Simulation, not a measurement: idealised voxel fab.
process module | voxel self aligned contacts
cross-section cut | 145 nm wide | cells 5 nm
A cross-section is a grid of square cells, given in bands from the top down. A band is one or more rows of cells.
Each band's line starts with the height of the band's top and of its bottom, in nm. Then come its materials from left to right, each with its width in nm. One material with "throughout" fills the band from edge to edge. "air" is empty space.
Height 0 is the level under which the wafer as received is all one material. The lowest band goes on downwards, as in "0 down".
A width such as "30 to 40" changes by the same amount from each row of cells to the next, from the band's top row to its bottom row.
"no change" after a step means that no cell of the cross-section changed.
closed voids: empty space of 8 cells or more with no open way to the top, each as width x height at its distance from the left edge, in nm
after a step's settings: what the simulator itself notes on the step
overlay nm, on a step with a mask: how far to the right of its planned place the mask lay; to the left if negative
plan
1 op RECEIVE | material Si
2 op CONFORMAL_DEP | material SiO2 | thk nm 5
3 op DIRECTIONAL_DEP | material polySi | thk nm 30
4 op DIRECTIONAL_DEP | material SiN | thk nm 20
5 op DIRECTIONAL_DEP | material aC | thk nm 15
6 op PATTERN | tone cover | mask id GATE | material resist | width nm 30 | pitch nm 55 | thk nm 30 | overlay nm 0
7 op DIRECTIONAL_ETCH | etch materials aC | depth nm 15
8 op STRIP | etch materials resist
9 op DIRECTIONAL_ETCH | etch materials SiN | depth nm 20
10 op DIRECTIONAL_ETCH | etch materials polySi | depth nm 30
11 op STRIP | etch materials aC
12 op CONFORMAL_DEP | material SiN | thk nm 5
13 op DIRECTIONAL_ETCH | etch materials SiN | depth nm 5
14 op FILL_DEP | material SiO2 | thk nm 10
15 op CMP | height nm 60
16 op MASKED_ETCH | tone open | mask id CONTACT | width nm 35 | etch materials SiO2 | depth nm 60 | overlay nm 0
17 op CONFORMAL_DEP | material TiN | thk nm 5
18 op FILL_DEP | material W | thk nm 10
19 op CMP | height nm 60
20 op CONFORMAL_DEP | material SiN | thk nm 5
as received, after step 1
  0 down: Si throughout
  closed voids: none
a wafer at the end: this start, this plan, one mistake
  65 to 60: SiN throughout
  60 to 55: SiO2 55 | TiN 20 | W 5 | TiN 10 | SiO2 55
  55 to 35: SiO2 30 | SiN 40 | TiN 5 | W 5 | TiN 5 | SiN 40 | SiO2 20
  35 to 5: SiO2 30 | SiN 5 | polySi 30 | SiN 5 | TiN 5 | W 5 | TiN 5 | SiN 5 | polySi 30 | SiN 5 | SiO2 20
  5 to 0: SiO2 70 | TiN 15 | SiO2 60
  0 down: Si throughout
  closed voids: none
what went wrong: step 6 ran as: op PATTERN | tone cover | mask id GATE | material resist | width nm 30 | pitch nm 55 | thk nm 30 | overlay nm 5
